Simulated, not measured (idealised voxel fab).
voxel wiring stack: a process module
Each square cell in cross-section cut measures 5 nm, and the section as a whole is 255 nm wide.
A cross-section is a grid of square cells, given in bands from the top down. A band is one or more rows of cells.
Quick guide to a band line: top height, bottom height (nm) up front; then every material left to right with its width in nm. Only one material and it's marked "all across"? Then it fills the band edge to edge. And "air" just means empty space.
Basically, 0 is our baseline, since under it the wafer straight out of the box is all one material. The bottom band has no lower end and keeps on going down, so it looks like "top 0, no bottom".
Width spec "30..40" -> top row of cells at first value, bottom row at second value, equal per-row change in between.
The designation "identical to before", where it is given for a processing step, indicates that no cell of the cross-section was altered in the course of that step.
Entry "Enclosed empty spaces". Content: empty spaces with no open connection to the top, size 8 cells or greater. Each: width x height at distance. Distance: from left edge. Unit: nm.
after a step's settings: what the simulator itself notes on the step
A step's line can hold "overlay nm"; with a mask on that step, the setting says how far right of the planned place the mask lay, while a negative setting says it lay to the left.
Process steps - plan:
1 RECEIVE | material Si
2 CONFORMAL_DEP | material SiO2 | thk nm 10
3 CONFORMAL_DEP | material SiCN | thk nm 5
4 DIRECTIONAL_DEP | material SiO2 | thk nm 20
5 MASKED_ETCH | tone open | mask id METAL_1 | width nm 25 | pitch nm 55 | etch materials SiO2 | depth nm 20 | overlay nm 0
6 MASKED_ETCH | tone open | mask id METAL_1 | width nm 25 | pitch nm 55 | etch materials SiCN | depth nm 5 | overlay nm 0
7 CONFORMAL_DEP | material TiN | thk nm 5
8 FILL_DEP | material W | thk nm 5
9 CMP | height nm 35
10 EPI | material Ru | thk nm 5
11 FILL_DEP | material SiCN | thk nm 5
12 DIRECTIONAL_DEP | material lowk | thk nm 25
13 DIRECTIONAL_DEP | material aC | thk nm 10
14 PATTERN | tone open | mask id METAL_2_HOLES | material resist | width nm 15 | pitch nm 55 | thk nm 30 | overlay nm 0
15 DIRECTIONAL_ETCH | etch materials aC | depth nm 10
16 STRIP | etch materials resist
17 DIRECTIONAL_ETCH | etch materials lowk | depth nm 25
18 STRIP | etch materials aC
19 PATTERN | tone open | mask id METAL_2 | material resist | width nm 25 | pitch nm 55 | thk nm 20 | overlay nm 0
20 DIRECTIONAL_ETCH | etch materials lowk | depth nm 15
21 DIRECTIONAL_ETCH | etch materials SiCN | depth nm 5
22 STRIP | etch materials resist
23 CONFORMAL_DEP | material TiN | thk nm 5
24 FILL_DEP | material Ru | thk nm 10
25 CMP | height nm 70
26 CONFORMAL_DEP | material SiCN | thk nm 5
27 DIRECTIONAL_DEP | material lowk | thk nm 25
28 DIRECTIONAL_DEP | material aC | thk nm 15
29 PATTERN | tone open | mask id METAL_3 | material resist | width nm 25 | pitch nm 55 | thk nm 30 | overlay nm 0
30 DIRECTIONAL_ETCH | etch materials aC | depth nm 15
31 STRIP | etch materials resist
32 DIRECTIONAL_ETCH | etch materials lowk | depth nm 15
33 STRIP | etch materials aC
34 PATTERN | tone open | mask id METAL_3_HOLES | material resist | width nm 15 | pitch nm 55 | thk nm 20 | overlay nm 0
35 DIRECTIONAL_ETCH | etch materials lowk | depth nm 10
36 DIRECTIONAL_ETCH | etch materials SiCN | depth nm 5
37 STRIP | etch materials resist
38 CONFORMAL_DEP | material TiN | thk nm 5
39 FILL_DEP | material Cu | thk nm 10
40 CMP | height nm 100
41 CONFORMAL_DEP | material SiN | thk nm 5
As-received wafer cross-section (after step 1):
    top 0, no bottom: Si all across
    Enclosed empty spaces: none
First wafer at the end, as planned:
    top 105, bottom 100: SiN all across
    top 100, bottom 90: lowk=60, then TiN=5, then Cu=15, then TiN=5, then lowk=30, then TiN=5, then Cu=15, then TiN=5, then lowk=30, then TiN=5, then Cu=15, then TiN=5, then lowk=60
    top 90, bottom 85: lowk=60, then TiN=5, then Cu=5, then TiN=15, then lowk=30, then TiN=5, then Cu=5, then TiN=15, then lowk=30, then TiN=5, then Cu=5, then TiN=15, then lowk=60
    top 85, bottom 75: lowk=60, then TiN=5, then Cu=5, then TiN=5, then lowk=40, then TiN=5, then Cu=5, then TiN=5, then lowk=40, then TiN=5, then Cu=5, then TiN=5, then lowk=70
    top 75, bottom 70: SiCN=60, then TiN=15, then SiCN=40, then TiN=15, then SiCN=40, then TiN=15, then SiCN=70
    top 70, bottom 60: lowk=60, then TiN=5, then Ru=15, then TiN=5, then lowk=30, then TiN=5, then Ru=15, then TiN=5, then lowk=30, then TiN=5, then Ru=15, then TiN=5, then lowk=60
    top 60, bottom 55: lowk=60, then TiN=5, then Ru=5, then TiN=15, then lowk=30, then TiN=5, then Ru=5, then TiN=15, then lowk=30, then TiN=5, then Ru=5, then TiN=15, then lowk=60
    top 55, bottom 45: lowk=60, then TiN=5, then Ru=5, then TiN=5, then lowk=40, then TiN=5, then Ru=5, then TiN=5, then lowk=40, then TiN=5, then Ru=5, then TiN=5, then lowk=70
    top 45, bottom 40: SiCN=60, then TiN=15, then SiCN=40, then TiN=15, then SiCN=40, then TiN=15, then SiCN=70
    top 40, bottom 35: SiCN=55, then Ru=35, then SiCN=20, then Ru=35, then SiCN=20, then Ru=35, then SiCN=55
    top 35, bottom 15: SiO2=60, then TiN=5, then W=15, then TiN=5, then SiO2=30, then TiN=5, then W=15, then TiN=5, then SiO2=30, then TiN=5, then W=15, then TiN=5, then SiO2=60
    top 15, bottom 10: SiCN=60, then TiN=25, then SiCN=30, then TiN=25, then SiCN=30, then TiN=25, then SiCN=60
    top 10, bottom 0: SiO2 all across
    top 0, no bottom: Si all across
    Enclosed empty spaces: none
So this is wafer number two of the two, cut at the end of the module - it started where the first did and had the same plan, we just got one thing wrong running it:
    top 105, bottom 100: SiN all across
    top 100, bottom 95: SiCN=60, then TiN=15, then SiCN=40, then TiN=15, then SiCN=40, then TiN=15, then SiCN=70
    top 95, bottom 70: lowk all across
    top 70, bottom 60: lowk=60, then TiN=5, then Ru=15, then TiN=5, then lowk=30, then TiN=5, then Ru=15, then TiN=5, then lowk=30, then TiN=5, then Ru=15, then TiN=5, then lowk=60
    top 60, bottom 55: lowk=60, then TiN=5, then Ru=5, then TiN=15, then lowk=30, then TiN=5, then Ru=5, then TiN=15, then lowk=30, then TiN=5, then Ru=5, then TiN=15, then lowk=60
    top 55, bottom 45: lowk=60, then TiN=5, then Ru=5, then TiN=5, then lowk=40, then TiN=5, then Ru=5, then TiN=5, then lowk=40, then TiN=5, then Ru=5, then TiN=5, then lowk=70
    top 45, bottom 40: SiCN=60, then TiN=15, then SiCN=40, then TiN=15, then SiCN=40, then TiN=15, then SiCN=70
    top 40, bottom 35: SiCN=55, then Ru=35, then SiCN=20, then Ru=35, then SiCN=20, then Ru=35, then SiCN=55
    top 35, bottom 15: SiO2=60, then TiN=5, then W=15, then TiN=5, then SiO2=30, then TiN=5, then W=15, then TiN=5, then SiO2=30, then TiN=5, then W=15, then TiN=5, then SiO2=60
    top 15, bottom 10: SiCN=60, then TiN=25, then SiCN=30, then TiN=25, then SiCN=30, then TiN=25, then SiCN=60
    top 10, bottom 0: SiO2 all across
    top 0, no bottom: Si all across
    Enclosed empty spaces: none
What was the processing mistake? steps 26 and 27 were swapped
Final comparison by cell count, materials where the second wafer has more or fewer than the first: 27 fewer of Cu | 36 fewer of TiN | 63 more of lowk
